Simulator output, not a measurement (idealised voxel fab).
Process module name: voxel wiring stack
cross-section cut | 215 nm wide | cells 5 nm
How to read a cross-section here: the picture is a grid of square cells, written as bands going from the top down, and any band can span one or more rows of cells.
Band: top height; bottom height; in nm. Then, left to right: material with width in nm, for each material. "full width": a single material spanning edge to edge. "empty": empty space.
Height is counted from the level 0, under which the received wafer is composed throughout of one material. The lowest of the bands is not closed at the bottom but continues downward, in the notation "from 0 down".
The width entry "30->40" should be interpreted row by row: the top row of cells in the band takes the first number, the bottom row takes the second number, and the change between adjacent rows is uniform throughout.
Key: "no change" - step with no changed cell in the cross-section.
The label "Voids, enclosed" introduces a list of the empty spaces, 8 cells or larger, that have no open way up to the top; each entry in it reads width x height at distance, where the distance is taken from the left edge and all three are stated in nm.
Step line, after settings: the simulator's comment on this step.
overlay nm: mask offset rightward from planned place, masked step; negative means leftward offset.
### Set out below are the planned steps of the process
1) RECEIVE [material Si]
2) CONFORMAL_DEP [material SiO2] [thk nm 15]
3) DIRECTIONAL_DEP [material TiN] [thk nm 5]
4) DIRECTIONAL_DEP [material W] [thk nm 25]
5) PATTERN [tone cover] [mask id METAL_1] [material resist] [width nm 25] [pitch nm 40] [thk nm 15] [overlay nm 0]
6) DIRECTIONAL_ETCH [etch materials W] [depth nm 25]
7) DIRECTIONAL_ETCH [etch materials TiN] [depth nm 5]
8) STRIP [etch materials resist]
9) FILL_DEP [material lowk] [thk nm 10]
10) CMP [height nm 45]
11) CONFORMAL_DEP [material SiCN] [thk nm 5]
12) DIRECTIONAL_DEP [material SiO2] [thk nm 30]
13) DIRECTIONAL_DEP [material aC] [thk nm 10]
14) PATTERN [tone open] [mask id METAL_2] [material resist] [width nm 25] [pitch nm 40] [thk nm 25] [overlay nm 0]
15) DIRECTIONAL_ETCH [etch materials aC] [depth nm 10]
16) STRIP [etch materials resist]
17) DIRECTIONAL_ETCH [etch materials SiO2] [depth nm 15]
18) STRIP [etch materials aC]
19) MASKED_ETCH [tone open] [mask id METAL_2_HOLES] [width nm 15] [pitch nm 40] [etch materials SiO2] [depth nm 15] [overlay nm 0]
20) MASKED_ETCH [tone open] [mask id METAL_2_HOLES] [width nm 15] [pitch nm 40] [etch materials SiCN] [depth nm 5] [overlay nm 0]
21) CONFORMAL_DEP [material TiN] [thk nm 5]
22) FILL_DEP [material Cu] [thk nm 10]
23) CMP [height nm 70]
24) CONFORMAL_DEP [material SiN] [thk nm 5]
All wafers enter the flow in the same state. The height nm at step 23 differs from wafer to wafer, and the plan gives the value for the first wafer.
### First wafer of several, as received: cross-section after step 1
from 0 down  Si full width
Voids, enclosed: none
### Heads up, this table goes wafer by wafer. A row tells you, at the end of the module, how many cells of each material that wafer has put on (+) or dropped (-) since it was received, and then its closed voids
height nm 70, +16 Cu, +31 SiCN, +43 SiN, +245 SiO2, +72 TiN, +100 W, +138 lowk, Voids, enclosed: none
height nm 75, +28 Cu, +31 SiCN, +43 SiN, +268 SiO2, +80 TiN, +100 W, +138 lowk, Voids, enclosed: none
height nm 80, +40 Cu, +31 SiCN, +43 SiN, +291 SiO2, +88 TiN, +100 W, +138 lowk, Voids, enclosed: none
height nm 85, +52 Cu, +31 SiCN, +43 SiN, +291 SiO2, +119 TiN, +100 W, +138 lowk, Voids, enclosed: none
height nm 90, +95 Cu, +31 SiCN, +43 SiN, +291 SiO2, +119 TiN, +100 W, +138 lowk, Voids, enclosed: none
height nm 95, +138 Cu, +31 SiCN, +43 SiN, +291 SiO2, +119 TiN, +100 W, +138 lowk, Voids, enclosed: none
